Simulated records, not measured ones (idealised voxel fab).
A process module follows: voxel plated lines.
Cross-section cut: width 225 nm, square cells of 5 nm.
In this document a cross-section is written as a grid of square cells. It is given as a series of bands, listed from the top down, and a band is one or more rows of cells. In this notation a band is specified by the heights of its top and bottom, in that order and in nm, after which its materials appear from left to right, each paired with its width in nm. The word "full width" attached to a single material means that material fills the band from edge to edge; the word "empty" stands for empty space. A quick word on heights: they are counted from 0, and under that level the wafer as it came to us is one material throughout. The lowest band is different from the rest in having no bottom; it simply continues downward, written as in "top 0, no bottom". Note: "30..40" means the width goes from the first number (top row of the band) to the second number (bottom row) in equal steps per row of cells. The designation "remained the same", where it is given for a processing step, indicates that no cell of the cross-section was altered in the course of that step. Entry "Trapped cavities". Content: empty spaces with no open connection to the top, size 8 cells or greater. Each: width x height at distance. Distance: from left edge. Unit: nm. Post-settings text on a step line: simulator's own remark regarding the step. overlay nm: how far to the right of its planned place the mask lay on this masked step (negative: to the left).

-- Process steps foreseen in the plan
| 1 | RECEIVE,material Si |
| 2 | CONFORMAL_DEP,material Al2O3,thk nm 10 |
| 3 | DIRECTIONAL_DEP,material TiN,thk nm 5 |
| 4 | PATTERN,tone open,mask id LINES,material resist,width nm 15,pitch nm 40,thk nm 30,overlay nm 0 |
| 5 | EPI,material Ru,thk nm 5 |
| 6 | EPI,material Ru,thk nm 5 |
| 7 | STRIP,etch materials resist |
| 8 | DIRECTIONAL_ETCH,etch materials TiN,depth nm 5 |
| 9 | CONFORMAL_DEP,material SiO2,thk nm 10 |

-- First of the two wafers, run per plan

-- Cross-section of the wafer as it came to us, i.e., already through step 1
> top 0, no bottom  Si full width
> Trapped cavities: none

-- after step 2
> top 10, bottom 0  Al2O3 full width
> Below 0, the layers are the same as they were.

-- after step 3
> top 15, bottom 10  TiN full width
> Below 10, the layers are the same as they were.

-- after step 4
> top 45, bottom 15  85 resist, then 15 empty, then 25 resist, then 15 empty, then 85 resist
> Below 15, the layers are the same as they were.

-- after step 5
> top 45, bottom 20  85 resist, then 15 empty, then 25 resist, then 15 empty, then 85 resist
> top 20, bottom 15  85 resist, then 15 Ru, then 25 resist, then 15 Ru, then 85 resist
> Below 15, the layers are the same as they were.

-- after step 6
> top 45, bottom 25  85 resist, then 15 empty, then 25 resist, then 15 empty, then 85 resist
> top 25, bottom 15  85 resist, then 15 Ru, then 25 resist, then 15 Ru, then 85 resist
> Below 15, the layers are the same as they were.

-- after step 7
> top 25, bottom 15  85 empty, then 15 Ru, then 25 empty, then 15 Ru, then 85 empty
> Below 15, the layers are the same as they were.

-- after step 8
> top 25, bottom 15  85 empty, then 15 Ru, then 25 empty, then 15 Ru, then 85 empty
> top 15, bottom 10  85 empty, then 15 TiN, then 25 empty, then 15 TiN, then 85 empty
> Below 10, the layers are the same as they were.

-- after step 9
> top 35, bottom 25  75 empty, then 35 SiO2, then 5 empty, then 35 SiO2, then 75 empty
> top 25, bottom 20  75 empty, then 10 SiO2, then 15 Ru, then 10 SiO2, then 5 empty, then 10 SiO2, then 15 Ru, then 10 SiO2, then 75 empty
> top 20, bottom 15  85 SiO2, then 15 Ru, then 25 SiO2, then 15 Ru, then 85 SiO2
> top 15, bottom 10  85 SiO2, then 15 TiN, then 25 SiO2, then 15 TiN, then 85 SiO2
> Below 10, the layers are the same as they were.

-- The remaining wafer, second of the two, started like the first and was run to the same plan, except that one mistake was made along the way; the two coincide through step 2, inclusive

-- Second wafer, section view, time point: scheduled end of step 3
> top 25, bottom 10  TiN full width
> Below 10, the layers are the same as they were.

-- Second wafer, section view, time point: scheduled end of step 4
> top 55, bottom 25  85 resist, then 15 empty, then 25 resist, then 15 empty, then 85 resist
> Below 25, the layers are the same as they were.

-- Second wafer, section view, time point: scheduled end of step 5
> top 55, bottom 30  85 resist, then 15 empty, then 25 resist, then 15 empty, then 85 resist
> top 30, bottom 25  85 resist, then 15 Ru, then 25 resist, then 15 Ru, then 85 resist
> Below 25, the layers are the same as they were.

-- Second wafer, section view, time point: scheduled end of step 6
> top 55, bottom 35  85 resist, then 15 empty, then 25 resist, then 15 empty, then 85 resist
> top 35, bottom 25  85 resist, then 15 Ru, then 25 resist, then 15 Ru, then 85 resist
> Below 25, the layers are the same as they were.

-- Second wafer, section view, time point: scheduled end of step 7
> top 35, bottom 25  85 empty, then 15 Ru, then 25 empty, then 15 Ru, then 85 empty
> Below 25, the layers are the same as they were.

-- Second wafer, section view, time point: scheduled end of step 8
> top 35, bottom 25  85 empty, then 15 Ru, then 25 empty, then 15 Ru, then 85 empty
> top 25, bottom 20  85 empty, then 15 TiN, then 25 empty, then 15 TiN, then 85 empty
> Below 20, the layers are the same as they were.

-- Second wafer, section view, time point: scheduled end of step 9
> top 45, bottom 35  75 empty, then 35 SiO2, then 5 empty, then 35 SiO2, then 75 empty
> top 35, bottom 30  75 empty, then 10 SiO2, then 15 Ru, then 10 SiO2, then 5 empty, then 10 SiO2, then 15 Ru, then 10 SiO2, then 75 empty
> top 30, bottom 25  85 SiO2, then 15 Ru, then 25 SiO2, then 15 Ru, then 85 SiO2
> top 25, bottom 20  85 SiO2, then 15 TiN, then 25 SiO2, then 15 TiN, then 85 SiO2
> Below 20, the layers are the same as they were.
What was done differently from what was planned? step 3 was not run as planned; what actually ran was DIRECTIONAL_DEP,material TiN,thk nm 15
In the final state, the cell counts of the second wafer exceed or fall short of those of the first for the following materials: 90 more of TiN
